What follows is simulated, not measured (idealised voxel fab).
Name of the process module below: voxel self aligned contacts
In the cross-section labelled cut, the width is 230 nm and each square cell is 5 nm.
A cross-section in this document is a grid of square cells, and it is written down as bands, the top band listed before the ones below it; a band is made up of one or more rows of cells. Heights first: top, then bottom, in nm. Then materials, left to right, each with a width in nm. "everywhere" on a single material: fills the band edge to edge. "empty": empty space. Heights are reckoned from 0. Under this level, the received wafer is all of one material. The bottommost band is open-ended downward, for example "0..down". Read "30->40" as a graded width: first number on top, second number at the bottom, same change between each pair of neighbouring rows. For the purposes of this document, the phrase "nothing changed" attached to a step denotes that no cell within the cross-section was modified by that step. So "Voids, fully enclosed" is basically the list of trapped voids: any empty space of 8 cells or more that can't reach the top through an opening. They're written width x height at distance, the distance being from the left edge, and it's all nm. Post-settings text on a step line: simulator's own remark regarding the step. overlay nm: mask offset rightward from planned place, masked step; negative means leftward offset.
This section lists the process steps that were planned:
| 1 | RECEIVE (material Si) |
| 2 | CONFORMAL_DEP (material SiO2; thk nm 5) |
| 3 | DIRECTIONAL_DEP (material polySi; thk nm 20) |
| 4 | DIRECTIONAL_DEP (material SiN; thk nm 15) |
| 5 | DIRECTIONAL_DEP (material aC; thk nm 15) |
| 6 | PATTERN (tone cover; mask id GATE; material resist; width nm 30; pitch nm 55; thk nm 30; overlay nm 0) |
| 7 | DIRECTIONAL_ETCH (etch materials aC; depth nm 15) |
| 8 | STRIP (etch materials resist) |
| 9 | DIRECTIONAL_ETCH (etch materials SiN; depth nm 15) |
| 10 | DIRECTIONAL_ETCH (etch materials polySi; depth nm 20) |
| 11 | STRIP (etch materials aC) |
| 12 | CONFORMAL_DEP (material SiN; thk nm 5) |
| 13 | DIRECTIONAL_ETCH (etch materials SiN; depth nm 5) |
| 14 | FILL_DEP (material SiO2; thk nm 15) |
| 15 | CMP (height nm 50) |
| 16 | DIRECTIONAL_DEP (material aC; thk nm 15) |
| 17 | PATTERN (tone open; mask id CONTACT; material resist; width nm 35; pitch nm 55; thk nm 35; overlay nm 0) |
| 18 | DIRECTIONAL_ETCH (etch materials aC; depth nm 15) |
| 19 | STRIP (etch materials resist) |
| 20 | DIRECTIONAL_ETCH (etch materials SiO2; depth nm 50) |
| 21 | STRIP (etch materials aC) |
| 22 | CONFORMAL_DEP (material TiN; thk nm 5) |
| 23 | FILL_DEP (material Ru; thk nm 5) |
| 24 | CMP (height nm 50) |
| 25 | CONFORMAL_DEP (material SiCN; thk nm 5) |
The cross-section here shows the wafer as received, i.e. in its state after step 1:
    0..down | Si everywhere
    Voids, fully enclosed: none
First of two wafers, end-of-module section, run followed plan:
    55..50 | SiCN everywhere
    50..40 | SiO2 70; TiN 5->15; Ru 25->5; TiN 5->15; SiO2 20; TiN 5->15; Ru 25->5; TiN 5->15; SiO2 70
    40..25 | SiO2 40; SiN 40; TiN 5; Ru 5; TiN 5; SiN 40; TiN 5; Ru 5; TiN 5; SiN 40; SiO2 40
    25..5 | SiO2 40; SiN 5; polySi 30; SiN 5; TiN 5; Ru 5; TiN 5; SiN 5; polySi 30; SiN 5; TiN 5; Ru 5; TiN 5; SiN 5; polySi 30; SiN 5; SiO2 40
    5..0 | SiO2 80; TiN 15; SiO2 40; TiN 15; SiO2 80
    0..down | Si everywhere
    Voids, fully enclosed: none
End-of-module cross-section of the second wafer: identical starting point and process plan to the first, with one processing mistake:
    55..50 | SiCN everywhere
    50..45 | SiO2 40; SiN 40; TiN 5; Ru 5; TiN 5; SiN 40; TiN 5; Ru 5; TiN 5; SiN 40; SiO2 40
    45..40 | SiO2 40; SiN 40; TiN 15; SiN 40; TiN 15; SiN 40; SiO2 40
    40..25 | SiN everywhere
    25..5 | polySi everywhere
    5..0 | SiO2 everywhere
    0..down | Si everywhere
    Voids, fully enclosed: none
Nonconformance to the process plan: in the plan, step 4 was performed twice
End check, counted in cells, second wafer has more or fewer of these materials than the first: Ru -24 | SiN +90 | SiO2 -138 | TiN -40 | polySi +112
